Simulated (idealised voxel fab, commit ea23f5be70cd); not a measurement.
Module name: voxel self aligned contacts (process module)
We display cut, a cross-section 150 nm in width whose square cells are each 5 nm.
Cross-section format: a grid of square cells, given as bands from top to bottom; each band is one or more rows of cells.
What a band's entry tells you: where the top is and where the bottom is, as heights in nm, and after that what lies inside, material by material from left to right, each with its width in nm. Empty space is written as the word "air", and a single material marked with the word "all across" occupies the band from edge to edge.
Height is counted from the level 0, under which the received wafer is composed throughout of one material. The lowest of the bands is not closed at the bottom but continues downward, in the notation "top 0, no bottom".
The expression "30 to 40" gives the width at the extremes of the band, the first number at its top row of cells and the second at its bottom row, with the width changing by equal amounts from each row to the next in between.
What does "no change" mean for a step? It means no cell of the cross-section changed in that step.
closed voids: empty space of 8 cells or more with no open way to the top, each as width x height at its distance from the left edge, in nm
Where a step's line continues beyond its settings, the continuation is a remark by the simulator itself on that step.
"overlay nm" answers the question of how far to the right of plan the mask lay on a step that has a mask, and when it is negative the answer is to the left.

-- Process steps - plan
1) RECEIVE (material Si)
2) CONFORMAL_DEP (material SiO2; thk nm 5)
3) DIRECTIONAL_DEP (material polySi; thk nm 25)
4) DIRECTIONAL_DEP (material SiN; thk nm 20)
5) DIRECTIONAL_DEP (material aC; thk nm 15)
6) PATTERN (tone cover; mask id GATE; material resist; width nm 30; pitch nm 70; thk nm 30; overlay nm 0)
7) DIRECTIONAL_ETCH (etch materials aC; depth nm 15)
8) STRIP (etch materials resist)
9) DIRECTIONAL_ETCH (etch materials SiN; depth nm 20)
10) DIRECTIONAL_ETCH (etch materials polySi; depth nm 15)
11) STRIP (etch materials aC)
12) CONFORMAL_DEP (material SiN; thk nm 10)
13) DIRECTIONAL_ETCH (etch materials SiN; depth nm 10)
14) FILL_DEP (material SiO2; thk nm 10)
15) CMP (height nm 55)
16) MASKED_ETCH (tone open; mask id CONTACT; width nm 50; etch materials SiO2; depth nm 55; overlay nm 0)
17) CONFORMAL_DEP (material TiN; thk nm 5)
18) FILL_DEP (material W; thk nm 10)
19) CMP (height nm 55)
20) CONFORMAL_DEP (material SiCN; thk nm 5)
The wafers in this document start out alike and differ in the depth nm applied at step 10; the plan shows the value used for the first wafer.

-- Cut through the first of several wafers as received, post step 1
    top 0, no bottom | Si all across
    closed voids: none

-- The figure below presents a cross-section of the first of several wafers at the conclusion of the module, following its last step, step 20
    top 60, bottom 55 | SiCN all across
    top 55, bottom 50 | 50 SiO2, 20 TiN, 10 W, 20 TiN, 50 SiO2
    top 50, bottom 30 | 15 SiO2, 50 SiN, 5 TiN, 10 W, 5 TiN, 50 SiN, 15 SiO2
    top 30, bottom 20 | 15 SiO2, 10 SiN, 30 polySi, 10 SiN, 5 TiN, 10 W, 5 TiN, 10 SiN, 30 polySi, 10 SiN, 15 SiO2
    top 20, bottom 15 | 15 SiO2, 10 SiN, 30 polySi, 10 SiN, 20 TiN, 10 SiN, 30 polySi, 10 SiN, 15 SiO2
    top 15, bottom 5 | polySi all across
    top 5, bottom 0 | SiO2 all across
    top 0, no bottom | Si all across
    closed voids: none

-- Final wafer cross-section at module end
    top 60, bottom 55 | SiCN all across
    top 55, bottom 50 | 50 SiO2, 20 TiN, 10 W, 20 TiN, 50 SiO2
    top 50, bottom 30 | 15 SiO2, 50 SiN, 5 TiN, 10 W, 5 TiN, 50 SiN, 15 SiO2
    top 30, bottom 5 | 15 SiO2, 10 SiN, 30 polySi, 10 SiN, 5 TiN, 10 W, 5 TiN, 10 SiN, 30 polySi, 10 SiN, 15 SiO2
    top 5, bottom 0 | 65 SiO2, 20 TiN, 65 SiO2
    top 0, no bottom | Si all across
    closed voids: none

-- Basically each wafer gets a line in the table, showing it at the end of the module: material by material, the cells it gained (+) or lost (-) since we got it, then its closed voids
depth nm 15; +30 SiCN; +104 SiN; +92 SiO2; +24 TiN; +14 W; +96 polySi; closed voids: none
depth nm 20; +30 SiCN; +112 SiN; +98 SiO2; +26 TiN; +16 W; +78 polySi; closed voids: none
depth nm 25; +30 SiCN; +120 SiN; +100 SiO2; +30 TiN; +20 W; +60 polySi; closed voids: none
depth nm 30; +30 SiCN; +120 SiN; +100 SiO2; +30 TiN; +20 W; +60 polySi; closed voids: none
depth nm 35; +30 SiCN; +120 SiN; +100 SiO2; +30 TiN; +20 W; +60 polySi; closed voids: none
depth nm 40; +30 SiCN; +120 SiN; +100 SiO2; +30 TiN; +20 W; +60 polySi; closed voids: none
